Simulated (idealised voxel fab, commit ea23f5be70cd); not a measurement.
The following process module bears the name voxel air gaps.
Section cut is 275 nm wide and gridded with 5 nm square cells.
For the purposes of this document, a cross-section shall be understood as a grid of square cells, specified as bands listed in top-to-bottom order, each band consisting of one or more rows of cells. Band: top height; bottom height; in nm. Then, left to right: material with width in nm, for each material. "throughout": a single material spanning edge to edge. "air": empty space. Beneath 0, the wafer as received is one material, and that level is where height counting begins. The lowest band goes on downward without a bottom; it is written like "0 -> down". A width given as "30..40" starts at the first number in the band's top row and ends at the second number in its bottom row, shifting by an equal amount at every step from row to row. "everything unchanged" for a step: no cell of the cross-section changed in that step. You'll see "Enclosed internal voids" listing empty spaces that have no way open to the top, as long as they're 8 cells or more; the notation is width x height at distance, where the distance is from the left edge, and all of it is in nm. It should be noted that, on the line of a given step, the content following the step's settings is a remark produced by the simulator itself with respect to that step. Each step line may optionally specify "overlay nm", which for a step with a mask gives the rightward distance between the mask's planned place and where it lay, a negative value indicating the leftward direction.

# List of planned process steps
step 1: RECEIVE | material Si
step 2: CONFORMAL_DEP | material SiO2 | thk nm 10
step 3: CONFORMAL_DEP | material SiCN | thk nm 5
step 4: DIRECTIONAL_DEP | material SiO2 | thk nm 35
step 5: PATTERN | tone open | mask id LINES | material resist | width nm 20 | pitch nm 50 | thk nm 20 | overlay nm 0
step 6: DIRECTIONAL_ETCH | etch materials SiO2 | depth nm 35
step 7: STRIP | etch materials resist
step 8: CONFORMAL_DEP | material TiN | thk nm 5
step 9: FILL_DEP | material Cu | thk nm 10
step 10: CMP | height nm 40
step 11: EPI | material Ru | thk nm 10
step 12: SELECTIVE_ETCH | etch materials SiO2 | depth nm 45
step 13: CONFORMAL_DEP | material SiCN | thk nm 5
Every wafer here starts from the same state; it is the step 10 height nm that distinguishes them, and the value the plan gives belongs to the first wafer.

# After step 1, as received: first of several wafers, cross-section
	0 -> down | Si throughout
	Enclosed internal voids: none

# Cross-sectional representation of the first of several wafers at the end of the module, i.e. after its terminal step, step 13
	55 -> 50 | air: 60  SiCN: 150  air: 65
	50 -> 40 | air: 60  SiCN: 5  Ru: 40  SiCN: 10  Ru: 40  SiCN: 10  Ru: 40  SiCN: 5  air: 65
	40 -> 35 | air: 60  SiCN: 15  TiN: 5  Cu: 10  TiN: 5  SiCN: 30  TiN: 5  Cu: 10  TiN: 5  SiCN: 30  TiN: 5  Cu: 10  TiN: 5  SiCN: 15  air: 65
	35 -> 20 | air: 70  SiCN: 5  TiN: 5  Cu: 10  TiN: 5  SiCN: 5  air: 20  SiCN: 5  TiN: 5  Cu: 10  TiN: 5  SiCN: 5  air: 20  SiCN: 5  TiN: 5  Cu: 10  TiN: 5  SiCN: 5  air: 75
	20 -> 15 | SiCN: 75  TiN: 20  SiCN: 30  TiN: 20  SiCN: 30  TiN: 20  SiCN: 80
	15 -> 10 | SiCN throughout
	10 -> 0 | SiO2 throughout
	0 -> down | Si throughout
	Enclosed internal voids: 20 x 15 at 100; 20 x 15 at 150

# The module's end: a cross-section of the last wafer
	80 -> 75 | SiCN throughout
	75 -> 65 | Ru throughout
	65 -> 55 | Cu throughout
	55 -> 50 | TiN: 80  Cu: 10  TiN: 40  Cu: 10  TiN: 40  Cu: 10  TiN: 85
	50 -> 20 | SiO2: 75  TiN: 5  Cu: 10  TiN: 5  SiO2: 30  TiN: 5  Cu: 10  TiN: 5  SiO2: 30  TiN: 5  Cu: 10  TiN: 5  SiO2: 80
	20 -> 15 | SiO2: 75  TiN: 20  SiO2: 30  TiN: 20  SiO2: 30  TiN: 20  SiO2: 80
	15 -> 10 | SiCN throughout
	10 -> 0 | SiO2 throughout
	0 -> down | Si throughout
	Enclosed internal voids: none

# What follows is a table in which each wafer occupies a row; for the wafer as it stands at the close of the module, the row states, material by material, how many cells have been gained (+) or lost (-) since receipt, and then gives its closed voids
height nm 40 | +24 Cu | +48 Ru | +176 SiCN | +110 SiO2 | +36 TiN | Enclosed internal voids: 20 x 15 at 100; 20 x 15 at 150
height nm 45 | +30 Cu | +48 Ru | +182 SiCN | +110 SiO2 | +42 TiN | Enclosed internal voids: 20 x 20 at 100; 20 x 20 at 150
height nm 50 | +36 Cu | +48 Ru | +188 SiCN | +110 SiO2 | +48 TiN | Enclosed internal voids: 20 x 25 at 100; 20 x 25 at 150
height nm 55 | +42 Cu | +110 Ru | +110 SiCN | +411 SiO2 | +97 TiN | Enclosed internal voids: none
height nm 60 | +97 Cu | +110 Ru | +110 SiCN | +411 SiO2 | +97 TiN | Enclosed internal voids: none
height nm 65 | +152 Cu | +110 Ru | +110 SiCN | +411 SiO2 | +97 TiN | Enclosed internal voids: none
